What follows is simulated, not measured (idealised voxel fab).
voxel self aligned vias: a process module
It is cross-section cut that appears here, measuring 290 nm in width, its square cells being 5 nm in size.
Reading order for cross-sections: top band down to bottom band. Underlying form: a grid of square cells. Band size: one or more rows of cells. Top height, bottom height, nm. Materials left to right, width each, nm. Single material + "full width" = fills band edge to edge. "air" = empty. Height datum 0, below which the as-received substrate wafer is one material. Lowest band open at the bottom, running downward: "0 -> down". A width given as "30 to 40" starts at the first number in the band's top row and ends at the second number in its bottom row, shifting by an equal amount at every step from row to row. Step note "all unchanged" = no cross-section cell changed. "Trapped void list" specifies each empty space that is not open to the top and that occupies no fewer than 8 cells, using the form width x height at distance, the distance measured from the left edge and all three quantities in nm. On a step's line, text after the settings is the simulator commenting on that step. On any step carrying a mask, the "overlay nm" setting, if present on the step's line, tells how far right of its planned place the mask lay; negative values point to the left.

These are the steps we planned for the process
step 1: RECEIVE [material Si]
step 2: CONFORMAL_DEP [material SiO2] [thk nm 15]
step 3: CONFORMAL_DEP [material SiCN] [thk nm 5]
step 4: DIRECTIONAL_DEP [material SiO2] [thk nm 30]
step 5: PATTERN [tone open] [mask id LINES] [material resist] [width nm 30] [pitch nm 60] [thk nm 20] [overlay nm 0]
step 6: DIRECTIONAL_ETCH [etch materials SiO2] [depth nm 30]
step 7: STRIP [etch materials resist]
step 8: CONFORMAL_DEP [material TiN] [thk nm 5]
step 9: FILL_DEP [material Ru] [thk nm 5]
step 10: CMP [height nm 50]
step 11: SELECTIVE_ETCH [etch materials W Ru TiN] [depth nm 10]
step 12: FILL_DEP [material SiN] [thk nm 10]
step 13: CMP [height nm 50]
step 14: DIRECTIONAL_DEP [material SiO2] [thk nm 20]
step 15: PATTERN [tone open] [mask id VIAS] [material resist] [width nm 40] [pitch nm 60] [thk nm 20] [overlay nm 0]
step 16: DIRECTIONAL_ETCH [etch materials SiO2] [depth nm 20]
step 17: DIRECTIONAL_ETCH [etch materials SiN] [depth nm 10]
step 18: STRIP [etch materials resist]
step 19: CONFORMAL_DEP [material TiN] [thk nm 5]
step 20: FILL_DEP [material Ru] [thk nm 5]
step 21: CMP [height nm 70]
step 22: CONFORMAL_DEP [material SiN] [thk nm 5]

Run as planned: first of two wafers

Cross-section of the wafer upon arrival, representing the state reached after step 1
- 0 -> down | Si full width
- Trapped void list: none

Once step 2 is through, the wafer looks like this in cross-section
- 15 -> 0 | SiO2 full width
- Unchanged below 0.

Once step 3 is through, the wafer looks like this in cross-section
- 20 -> 15 | SiCN full width
- Unchanged below 15.

Once step 4 is through, the wafer looks like this in cross-section
- 50 -> 20 | SiO2 full width
- Unchanged below 20.

Once step 5 is through, the wafer looks like this in cross-section
- 70 -> 50 | 100 of resist, 30 of air, 30 of resist, 30 of air, 100 of resist
- Unchanged below 50.

Once step 6 is through, the wafer looks like this in cross-section
- 70 -> 50 | 100 of resist, 30 of air, 30 of resist, 30 of air, 100 of resist
- 50 -> 20 | 100 of SiO2, 30 of air, 30 of SiO2, 30 of air, 100 of SiO2
- Unchanged below 20.

Once step 7 is through, the wafer looks like this in cross-section
- 50 -> 20 | 100 of SiO2, 30 of air, 30 of SiO2, 30 of air, 100 of SiO2
- Unchanged below 20.

Once step 8 is through, the wafer looks like this in cross-section
- 55 -> 50 | 105 of TiN, 20 of air, 40 of TiN, 20 of air, 105 of TiN
- 50 -> 25 | 100 of SiO2, 5 of TiN, 20 of air, 5 of TiN, 30 of SiO2, 5 of TiN, 20 of air, 5 of TiN, 100 of SiO2
- 25 -> 20 | 100 of SiO2, 30 of TiN, 30 of SiO2, 30 of TiN, 100 of SiO2
- Unchanged below 20.

Once step 9 is through, the wafer looks like this in cross-section
- 60 -> 55 | Ru full width
- 55 -> 50 | 105 of TiN, 20 of Ru, 40 of TiN, 20 of Ru, 105 of TiN
- 50 -> 25 | 100 of SiO2, 5 of TiN, 20 of Ru, 5 of TiN, 30 of SiO2, 5 of TiN, 20 of Ru, 5 of TiN, 100 of SiO2
- Unchanged below 25.

Once step 10 is through, the wafer looks like this in cross-section
- 50 -> 25 | 100 of SiO2, 5 of TiN, 20 of Ru, 5 of TiN, 30 of SiO2, 5 of TiN, 20 of Ru, 5 of TiN, 100 of SiO2
- Unchanged below 25.

Once step 11 is through, the wafer looks like this in cross-section
- 50 -> 40 | 100 of SiO2, 30 of air, 30 of SiO2, 30 of air, 100 of SiO2
- Unchanged below 40.

Once step 12 is through, the wafer looks like this in cross-section
- 60 -> 50 | SiN full width
- 50 -> 40 | 100 of SiO2, 30 of SiN, 30 of SiO2, 30 of SiN, 100 of SiO2
- Unchanged below 40.

Once step 13 is through, the wafer looks like this in cross-section
- 50 -> 40 | 100 of SiO2, 30 of SiN, 30 of SiO2, 30 of SiN, 100 of SiO2
- Unchanged below 40.

Once step 14 is through, the wafer looks like this in cross-section
- 70 -> 50 | SiO2 full width
- Unchanged below 50.

Once step 15 is through, the wafer looks like this in cross-section
- 90 -> 70 | 95 of resist, 40 of air, 20 of resist, 40 of air, 95 of resist
- Unchanged below 70.

Once step 16 is through, the wafer looks like this in cross-section
- 90 -> 70 | 95 of resist, 40 of air, 20 of resist, 40 of air, 95 of resist
- 70 -> 50 | 95 of SiO2, 40 of air, 20 of SiO2, 40 of air, 95 of SiO2
- Unchanged below 50.

Once step 17 is through, the wafer looks like this in cross-section
- 90 -> 70 | 95 of resist, 40 of air, 20 of resist, 40 of air, 95 of resist
- 70 -> 50 | 95 of SiO2, 40 of air, 20 of SiO2, 40 of air, 95 of SiO2
- 50 -> 40 | 100 of SiO2, 30 of air, 30 of SiO2, 30 of air, 100 of SiO2
- Unchanged below 40.

Once step 18 is through, the wafer looks like this in cross-section
- 70 -> 50 | 95 of SiO2, 40 of air, 20 of SiO2, 40 of air, 95 of SiO2
- Unchanged below 50.

Once step 19 is through, the wafer looks like this in cross-section
- 75 -> 70 | 100 of TiN, 30 of air, 30 of TiN, 30 of air, 100 of TiN
- 70 -> 55 | 95 of SiO2, 5 of TiN, 30 of air, 5 of TiN, 20 of SiO2, 5 of TiN, 30 of air, 5 of TiN, 95 of SiO2
- 55 -> 45 | 95 to 100 of SiO2, 10 to 5 of TiN, 20 of air, 10 to 5 of TiN, 20 to 30 of SiO2, 10 to 5 of TiN, 20 of air, 10 to 5 of TiN, 95 to 100 of SiO2
- 45 -> 40 | 100 of SiO2, 30 of TiN, 30 of SiO2, 30 of TiN, 100 of SiO2
- Unchanged below 40.

Once step 20 is through, the wafer looks like this in cross-section
- 80 -> 75 | Ru full width
- 75 -> 70 | 100 of TiN, 30 of Ru, 30 of TiN, 30 of Ru, 100 of TiN
- 70 -> 55 | 95 of SiO2, 5 of TiN, 30 of Ru, 5 of TiN, 20 of SiO2, 5 of TiN, 30 of Ru, 5 of TiN, 95 of SiO2
- 55 -> 45 | 95 to 100 of SiO2, 10 to 5 of TiN, 20 of Ru, 10 to 5 of TiN, 20 to 30 of SiO2, 10 to 5 of TiN, 20 of Ru, 10 to 5 of TiN, 95 to 100 of SiO2
- Unchanged below 45.

Once step 21 is through, the wafer looks like this in cross-section
- 70 -> 55 | 95 of SiO2, 5 of TiN, 30 of Ru, 5 of TiN, 20 of SiO2, 5 of TiN, 30 of Ru, 5 of TiN, 95 of SiO2
- Unchanged below 55.

Once step 22 is through, the wafer looks like this in cross-section
- 75 -> 70 | SiN full width
- Unchanged below 70.

Wafer two: like wafer one in start and plan, but with one mistake in execution; identical up to and including step 11

At the planned end of step 12, the second wafer in cross-section
- 60 -> 50 | Ru full width
- 50 -> 40 | 100 of SiO2, 30 of Ru, 30 of SiO2, 30 of Ru, 100 of SiO2
- Unchanged below 40.

At the planned end of step 13, the second wafer in cross-section
- 50 -> 40 | 100 of SiO2, 30 of Ru, 30 of SiO2, 30 of Ru, 100 of SiO2
- Unchanged below 40.

At the planned end of step 14, the second wafer in cross-section
- 70 -> 50 | SiO2 full width
- Unchanged below 50.

At the planned end of step 15, the second wafer in cross-section
- 90 -> 70 | 95 of resist, 40 of air, 20 of resist, 40 of air, 95 of resist
- Unchanged below 70.

At the planned end of step 16, the second wafer in cross-section
- 90 -> 70 | 95 of resist, 40 of air, 20 of resist, 40 of air, 95 of resist
- 70 -> 50 | 95 of SiO2, 40 of air, 20 of SiO2, 40 of air, 95 of SiO2
- Unchanged below 50.

At the planned end of step 17, the second wafer in cross-section: all unchanged

At the planned end of step 18, the second wafer in cross-section
- 70 -> 50 | 95 of SiO2, 40 of air, 20 of SiO2, 40 of air, 95 of SiO2
- Unchanged below 50.

At the planned end of step 19, the second wafer in cross-section
- 75 -> 70 | 100 of TiN, 30 of air, 30 of TiN, 30 of air, 100 of TiN
- 70 -> 55 | 95 of SiO2, 5 of TiN, 30 of air, 5 of TiN, 20 of SiO2, 5 of TiN, 30 of air, 5 of TiN, 95 of SiO2
- 55 -> 50 | 95 of SiO2, 40 of TiN, 20 of SiO2, 40 of TiN, 95 of SiO2
- Unchanged below 50.

At the planned end of step 20, the second wafer in cross-section
- 80 -> 75 | Ru full width
- 75 -> 70 | 100 of TiN, 30 of Ru, 30 of TiN, 30 of Ru, 100 of TiN
- 70 -> 55 | 95 of SiO2, 5 of TiN, 30 of Ru, 5 of TiN, 20 of SiO2, 5 of TiN, 30 of Ru, 5 of TiN, 95 of SiO2
- Unchanged below 55.

At the planned end of step 21, the second wafer in cross-section
- 70 -> 55 | 95 of SiO2, 5 of TiN, 30 of Ru, 5 of TiN, 20 of SiO2, 5 of TiN, 30 of Ru, 5 of TiN, 95 of SiO2
- Unchanged below 55.

At the planned end of step 22, the second wafer in cross-section
- 75 -> 70 | SiN full width
- Unchanged below 70.
It is concluded that the wafer was processed incorrectly with respect to the plan, in that step 12 changed vs plan, executed as FILL_DEP [material Ru] [thk nm 10]
Count the cells at the end and the second wafer has more or fewer of some materials than the first: +8 Ru; -8 TiN
